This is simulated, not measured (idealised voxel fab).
The document below concerns the process module designated voxel spacer lines.
Square cell edge 5 nm, section width 280 nm, ID cut.
The cross-sections in this document take the form of a grid made of square cells. They are written out as bands, in order from top to bottom. Each band consists of one or more rows of cells. This entry defines a band. It first specifies the height of the band's top and the height of its bottom in nm, and then specifies the band's materials from left to right, stating each material with its width in nm. The word "edge to edge" identifies a single material that fills the band from edge to edge, while the word "blank" identifies empty space. Heights are reckoned from 0. Under this level, the received wafer is all of one material. The bottommost band is open-ended downward, for example "z 0 and below". Read "30..40" as a graded width: first number on top, second number at the bottom, same change between each pair of neighbouring rows. "all unchanged" after a step means that no cell of the cross-section changed. "Trapped voids": sealed empty spaces, 8 cells or more, no open way to top, listed width x height at distance, with distance from the left edge and width, height and distance in nm. after a step's settings: what the simulator itself notes on the step. What "overlay nm" on a step's line means: if the step has a mask, that mask lay this far to the right of its planned place, or, when the value is negative, to the left.
# Intended process steps
step 1: RECEIVE,material Si
step 2: CONFORMAL_DEP,material Al2O3,thk nm 10
step 3: DIRECTIONAL_DEP,material SiN,thk nm 10
step 4: DIRECTIONAL_DEP,material aC,thk nm 20
step 5: PATTERN,tone cover,mask id MANDREL,material resist,width nm 25,pitch nm 70,thk nm 30,overlay nm 0
step 6: DIRECTIONAL_ETCH,etch materials aC,depth nm 20
step 7: STRIP,etch materials resist
step 8: CONFORMAL_DEP,material SiO2,thk nm 10
step 9: DIRECTIONAL_ETCH,etch materials SiO2,depth nm 10
step 10: STRIP,etch materials aC
step 11: DIRECTIONAL_ETCH,etch materials SiN,depth nm 10
step 12: STRIP,etch materials SiO2
# First wafer of two (run as planned)
# Cross-sectional view of the wafer in its as-received condition, corresponding to the state after step 1
> z 0 and below: Si edge to edge
> Trapped voids: none
# Take a look at the wafer's cross-section after step 2
> z 10 to 0: Al2O3 edge to edge
> Below 0, the layers are the same as they were.
# Take a look at the wafer's cross-section after step 3
> z 20 to 10: SiN edge to edge
> Below 10, the layers are the same as they were.
# Take a look at the wafer's cross-section after step 4
> z 40 to 20: aC edge to edge
> Below 20, the layers are the same as they were.
# Take a look at the wafer's cross-section after step 5
> z 70 to 40: blank (55); resist (25); blank (45); resist (25); blank (45); resist (25); blank (60)
> Below 40, the layers are the same as they were.
# Take a look at the wafer's cross-section after step 6
> z 50 to 40: blank (55); resist (25); blank (45); resist (25); blank (45); resist (25); blank (60)
> z 40 to 20: blank (55); aC (25); blank (45); aC (25); blank (45); aC (25); blank (60)
> Below 20, the layers are the same as they were.
# Take a look at the wafer's cross-section after step 7
> z 40 to 20: blank (55); aC (25); blank (45); aC (25); blank (45); aC (25); blank (60)
> Below 20, the layers are the same as they were.
# Take a look at the wafer's cross-section after step 8
> z 50 to 40: blank (45); SiO2 (45); blank (25); SiO2 (45); blank (25); SiO2 (45); blank (50)
> z 40 to 30: blank (45); SiO2 (10); aC (25); SiO2 (10); blank (25); SiO2 (10); aC (25); SiO2 (10); blank (25); SiO2 (10); aC (25); SiO2 (10); blank (50)
> z 30 to 20: SiO2 (55); aC (25); SiO2 (45); aC (25); SiO2 (45); aC (25); SiO2 (60)
> Below 20, the layers are the same as they were.
# Take a look at the wafer's cross-section after step 9
> z 40 to 20: blank (45); SiO2 (10); aC (25); SiO2 (10); blank (25); SiO2 (10); aC (25); SiO2 (10); blank (25); SiO2 (10); aC (25); SiO2 (10); blank (50)
> Below 20, the layers are the same as they were.
# Take a look at the wafer's cross-section after step 10
> z 40 to 20: blank (45); SiO2 (10); blank (25); SiO2 (10); blank (25); SiO2 (10); blank (25); SiO2 (10); blank (25); SiO2 (10); blank (25); SiO2 (10); blank (50)
> Below 20, the layers are the same as they were.
# Take a look at the wafer's cross-section after step 11
> z 40 to 20: blank (45); SiO2 (10); blank (25); SiO2 (10); blank (25); SiO2 (10); blank (25); SiO2 (10); blank (25); SiO2 (10); blank (25); SiO2 (10); blank (50)
> z 20 to 10: blank (45); SiN (10); blank (25); SiN (10); blank (25); SiN (10); blank (25); SiN (10); blank (25); SiN (10); blank (25); SiN (10); blank (50)
> Below 10, the layers are the same as they were.
# Take a look at the wafer's cross-section after step 12
> z 20 to 10: blank (45); SiN (10); blank (25); SiN (10); blank (25); SiN (10); blank (25); SiN (10); blank (25); SiN (10); blank (25); SiN (10); blank (50)
> Below 10, the layers are the same as they were.
# The second wafer was prepared from the same starting point and under the same plan as the first; its processing contained one mistake, and it remains indistinguishable from the first wafer up to and including step 6
# Cross-section of the second wafer corresponding to the planned conclusion of step 7
> z 40 to 20: blank (55); aC (25); blank (45); aC (25); blank (45); aC (25); blank (60)
> Below 20, the layers are the same as they were.
# Cross-section of the second wafer corresponding to the planned conclusion of step 8
> z 50 to 40: blank (45); SiO2 (45); blank (25); SiO2 (45); blank (25); SiO2 (45); blank (50)
> z 40 to 30: blank (45); SiO2 (10); aC (25); SiO2 (10); blank (25); SiO2 (10); aC (25); SiO2 (10); blank (25); SiO2 (10); aC (25); SiO2 (10); blank (50)
> z 30 to 20: SiO2 (55); aC (25); SiO2 (45); aC (25); SiO2 (45); aC (25); SiO2 (60)
> Below 20, the layers are the same as they were.
# Cross-section of the second wafer corresponding to the planned conclusion of step 9
> z 40 to 20: blank (45); SiO2 (10); aC (25); SiO2 (10); blank (25); SiO2 (10); aC (25); SiO2 (10); blank (25); SiO2 (10); aC (25); SiO2 (10); blank (50)
> Below 20, the layers are the same as they were.
# Cross-section of the second wafer corresponding to the planned conclusion of step 10
> z 40 to 20: blank (45); SiO2 (10); blank (25); SiO2 (10); blank (25); SiO2 (10); blank (25); SiO2 (10); blank (25); SiO2 (10); blank (25); SiO2 (10); blank (50)
> Below 20, the layers are the same as they were.
# Cross-section of the second wafer corresponding to the planned conclusion of step 11
> z 40 to 20: blank (45); SiO2 (10); blank (25); SiO2 (10); blank (25); SiO2 (10); blank (25); SiO2 (10); blank (25); SiO2 (10); blank (25); SiO2 (10); blank (50)
> z 20 to 10: blank (45); SiN (10); blank (25); SiN (10); blank (25); SiN (10); blank (25); SiN (10); blank (25); SiN (10); blank (25); SiN (10); blank (50)
> Below 10, the layers are the same as they were.
# Cross-section of the second wafer corresponding to the planned conclusion of step 12
> z 20 to 10: blank (45); SiN (10); blank (25); SiN (10); blank (25); SiN (10); blank (25); SiN (10); blank (25); SiN (10); blank (25); SiN (10); blank (50)
> Below 10, the layers are the same as they were.
Misprocessing identified: step 7, plan: ran twice
The two wafers come out with the same cross-section, meaning that, for this model, the mistake has no consequence in the computed result.
